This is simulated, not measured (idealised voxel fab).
The following is a process module called voxel quadruple lines.
Shown is cross-section cut, with a width of 265 nm and square cells of size 5 nm.
Think of the cross-section as a grid of square cells. We describe it in bands, top to bottom, and each band covers one or more rows of those cells.
Heads up on the band format: heights come first, top then bottom, in nm. After that it's the materials left to right, each with its width in nm. A single material flagged "full width" fills the whole band edge to edge, and "empty" means there's empty space there.
We count height from 0. Below that, the starting wafer is all one material. The lowest band never ends at the bottom but goes on down; see "top 0, no bottom" for how that is written.
Graded width ("30->40"): value in top row of band = first number; value in bottom row = second number; row-to-row change constant.
"stayed the same" means the step left every cell of the cross-section as it was.
Closed-off voids of 8+ cells (no open route to the top) go in "Unvented internal voids", written width x height at distance from the left edge, in nm.
On each step's line, the part that comes after the settings is the simulator's own comment on the step.
"overlay nm" denotes, for a step that has a mask, the displacement of the mask to the right of its planned place, with negative values corresponding to the left.
# Intended process steps
1) RECEIVE,material Si
2) CONFORMAL_DEP,material SiO2,thk nm 10
3) DIRECTIONAL_DEP,material Ru,thk nm 15
4) DIRECTIONAL_DEP,material polySi,thk nm 20
5) DIRECTIONAL_DEP,material aC,thk nm 25
6) PATTERN,tone cover,mask id MANDREL,material resist,width nm 25,thk nm 35,overlay nm 0
7) DIRECTIONAL_ETCH,etch materials aC,depth nm 25
8) STRIP,etch materials resist
9) CONFORMAL_DEP,material SiO2,thk nm 15
10) DIRECTIONAL_ETCH,etch materials SiO2,depth nm 15
11) STRIP,etch materials aC
12) DIRECTIONAL_ETCH,etch materials polySi,depth nm 20
13) STRIP,etch materials SiO2
14) CONFORMAL_DEP,material SiN,thk nm 5
15) DIRECTIONAL_ETCH,etch materials SiN,depth nm 5
16) STRIP,etch materials polySi
17) DIRECTIONAL_ETCH,etch materials Ru,depth nm 15
18) STRIP,etch materials SiN
# On the first of the two wafers: run conducted according to plan
# As-received state of the wafer in cross-section, equivalent to post-step 1
  top 0, no bottom  Si full width
  Unvented internal voids: none
# You're looking at a cross-section of the wafer after step 2
  top 10, bottom 0  SiO2 full width
  All layers under 0 are left as they were.
# You're looking at a cross-section of the wafer after step 3
  top 25, bottom 10  Ru full width
  All layers under 10 are left as they were.
# You're looking at a cross-section of the wafer after step 4
  top 45, bottom 25  polySi full width
  All layers under 25 are left as they were.
# You're looking at a cross-section of the wafer after step 5
  top 70, bottom 45  aC full width
  All layers under 45 are left as they were.
# You're looking at a cross-section of the wafer after step 6
  top 105, bottom 70  empty (120); resist (25); empty (120)
  All layers under 70 are left as they were.
# You're looking at a cross-section of the wafer after step 7
  top 80, bottom 70  empty (120); resist (25); empty (120)
  top 70, bottom 45  empty (120); aC (25); empty (120)
  All layers under 45 are left as they were.
# You're looking at a cross-section of the wafer after step 8
  top 70, bottom 45  empty (120); aC (25); empty (120)
  All layers under 45 are left as they were.
# You're looking at a cross-section of the wafer after step 9
  top 85, bottom 70  empty (105); SiO2 (55); empty (105)
  top 70, bottom 60  empty (105); SiO2 (15); aC (25); SiO2 (15); empty (105)
  top 60, bottom 45  SiO2 (120); aC (25); SiO2 (120)
  All layers under 45 are left as they were.
# You're looking at a cross-section of the wafer after step 10
  top 70, bottom 45  empty (105); SiO2 (15); aC (25); SiO2 (15); empty (105)
  All layers under 45 are left as they were.
# You're looking at a cross-section of the wafer after step 11
  top 70, bottom 45  empty (105); SiO2 (15); empty (25); SiO2 (15); empty (105)
  All layers under 45 are left as they were.
# You're looking at a cross-section of the wafer after step 12
  top 70, bottom 45  empty (105); SiO2 (15); empty (25); SiO2 (15); empty (105)
  top 45, bottom 25  empty (105); polySi (15); empty (25); polySi (15); empty (105)
  All layers under 25 are left as they were.
# You're looking at a cross-section of the wafer after step 13
  top 45, bottom 25  empty (105); polySi (15); empty (25); polySi (15); empty (105)
  All layers under 25 are left as they were.
# You're looking at a cross-section of the wafer after step 14
  top 50, bottom 45  empty (100); SiN (25); empty (15); SiN (25); empty (100)
  top 45, bottom 30  empty (100); SiN (5); polySi (15); SiN (5); empty (15); SiN (5); polySi (15); SiN (5); empty (100)
  top 30, bottom 25  SiN (105); polySi (15); SiN (25); polySi (15); SiN (105)
  All layers under 25 are left as they were.
# You're looking at a cross-section of the wafer after step 15
  top 45, bottom 25  empty (100); SiN (5); polySi (15); SiN (5); empty (15); SiN (5); polySi (15); SiN (5); empty (100)
  All layers under 25 are left as they were.
# You're looking at a cross-section of the wafer after step 16
  top 45, bottom 25  empty (100); SiN (5); empty (15); SiN (5); empty (15); SiN (5); empty (15); SiN (5); empty (100)
  All layers under 25 are left as they were.
# You're looking at a cross-section of the wafer after step 17
  top 45, bottom 25  empty (100); SiN (5); empty (15); SiN (5); empty (15); SiN (5); empty (15); SiN (5); empty (100)
  top 25, bottom 10  empty (100); Ru (5); empty (15); Ru (5); empty (15); Ru (5); empty (15); Ru (5); empty (100)
  All layers under 10 are left as they were.
# You're looking at a cross-section of the wafer after step 18
  top 25, bottom 10  empty (100); Ru (5); empty (15); Ru (5); empty (15); Ru (5); empty (15); Ru (5); empty (100)
  All layers under 10 are left as they were.
# The remaining wafer, second of the two, started like the first and was run to the same plan, except that one mistake was made along the way; the two coincide through step 3, inclusive
# Second wafer: cross-section at the scheduled end of step 4
  top 50, bottom 25  aC full width
  All layers under 25 are left as they were.
# Second wafer: cross-section at the scheduled end of step 5
  top 70, bottom 50  polySi full width
  All layers under 50 are left as they were.
# Second wafer: cross-section at the scheduled end of step 6
  top 105, bottom 70  empty (120); resist (25); empty (120)
  All layers under 70 are left as they were.
# Second wafer: cross-section at the scheduled end of step 7
  top 80, bottom 70  empty (120); resist (25); empty (120)
  All layers under 70 are left as they were.
# Second wafer: cross-section at the scheduled end of step 8
  top 70, bottom 50  polySi full width
  All layers under 50 are left as they were.
# Second wafer: cross-section at the scheduled end of step 9
  top 85, bottom 70  SiO2 full width
  All layers under 70 are left as they were.
# Second wafer: cross-section at the scheduled end of step 10
  top 70, bottom 50  polySi full width
  All layers under 50 are left as they were.
Second wafer: cross-section at the scheduled end of step 11: stayed the same
# Second wafer: cross-section at the scheduled end of step 12
  top 50, bottom 25  aC full width
  All layers under 25 are left as they were.
Second wafer: cross-section at the scheduled end of step 13: stayed the same
# Second wafer: cross-section at the scheduled end of step 14
  top 55, bottom 50  SiN full width
  All layers under 50 are left as they were.
# Second wafer: cross-section at the scheduled end of step 15
  top 50, bottom 25  aC full width
  All layers under 25 are left as they were.
Second wafer: cross-section at the scheduled end of step 16: stayed the same
Second wafer: cross-section at the scheduled end of step 17: stayed the same
Second wafer: cross-section at the scheduled end of step 18: stayed the same
What was the processing mistake? steps 4 and 5 swapped
FYI, end of process, the second wafer has more or fewer cells of some materials than the first: Ru +147, aC +265
